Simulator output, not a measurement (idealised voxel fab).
Title: Process Module voxel self aligned vias
For reference, the cross-section in this document is cut, with width 185 nm and square cells of 5 nm.
Format of a cross-section: grid, square cells. Given as bands. Order: top down. Band: one or more rows of cells.
For a band, the entry starts with two heights in nm, that of the top and then that of the bottom, and carries on with the band's materials in order from left to right, each alongside its width in nm; the word "throughout" beside a single material means it fills the band edge to edge, and "blank" means empty space.
All heights in this document are referenced to 0, defined as the level beneath which the wafer, as received, consists entirely of one material. The lowest band is not bounded below; it extends indefinitely downward and is written in the form "z 0 and below".
Top row gets the first number, bottom row gets the second, and each row in between changes by the same step: that is how a band width like "30->40" works.
Step marked "all unchanged"? Then no cell in the cross-section changed in it.
This entry, "Trapped cavities", enumerates those empty regions of no fewer than 8 cells that possess no open connection to the top. Each region is reported in the form width x height at distance, the distance being taken from the left edge, with all three quantities expressed in nm.
Where a step's line continues beyond its settings, the continuation is a remark by the simulator itself on that step.
When a step includes a mask, the "overlay nm" setting on its line states how far to the right of its planned place that mask lay, and negative values state how far to the left.

-- Below is the list of planned process steps
1 op RECEIVE | material Si
2 op CONFORMAL_DEP | material SiO2 | thk nm 15
3 op CONFORMAL_DEP | material SiCN | thk nm 5
4 op DIRECTIONAL_DEP | material SiO2 | thk nm 30
5 op DIRECTIONAL_DEP | material aC | thk nm 15
6 op PATTERN | tone open | mask id LINES | material resist | width nm 30 | pitch nm 70 | thk nm 30 | overlay nm 0
7 op DIRECTIONAL_ETCH | etch materials aC | depth nm 15
8 op STRIP | etch materials resist
9 op DIRECTIONAL_ETCH | etch materials SiO2 | depth nm 30
10 op STRIP | etch materials aC
11 op CONFORMAL_DEP | material TiN | thk nm 5
12 op FILL_DEP | material W | thk nm 10
13 op CMP | height nm 50
14 op SELECTIVE_ETCH | etch materials W Ru TiN | depth nm 5
15 op FILL_DEP | material SiN | thk nm 5
16 op CMP | height nm 50
17 op DIRECTIONAL_DEP | material SiO2 | thk nm 15
18 op MASKED_ETCH | tone open | mask id VIAS | width nm 40 | pitch nm 70 | etch materials SiO2 | depth nm 15 | overlay nm 0
19 op MASKED_ETCH | tone open | mask id VIAS | width nm 40 | pitch nm 70 | etch materials SiN | depth nm 5 | overlay nm 0
20 op CONFORMAL_DEP | material TiN | thk nm 5
21 op FILL_DEP | material W | thk nm 5
22 op CMP | height nm 55
23 op CONFORMAL_DEP | material SiCN | thk nm 5
The plan shows the height nm of step 22 as the first wafer had it; this setting differs between the wafers, which start out alike.

-- First of several wafers (as received, post step 1), cross-sectional view
z 0 and below: Si throughout
Trapped cavities: none

-- Take any row and you have a wafer at the end of the module: how many cells of each material it has gained (+) or lost (-) since it was received, and then its closed voids
height nm 55 | +74 SiCN | +282 SiO2 | +48 TiN | +40 W | Trapped cavities: none
height nm 60 | +74 SiCN | +303 SiO2 | +52 TiN | +52 W | Trapped cavities: none
height nm 65 | +74 SiCN | +324 SiO2 | +56 TiN | +64 W | Trapped cavities: none
height nm 70 | +74 SiCN | +324 SiO2 | +81 TiN | +76 W | Trapped cavities: none
height nm 75 | +74 SiCN | +324 SiO2 | +81 TiN | +113 W | Trapped cavities: none
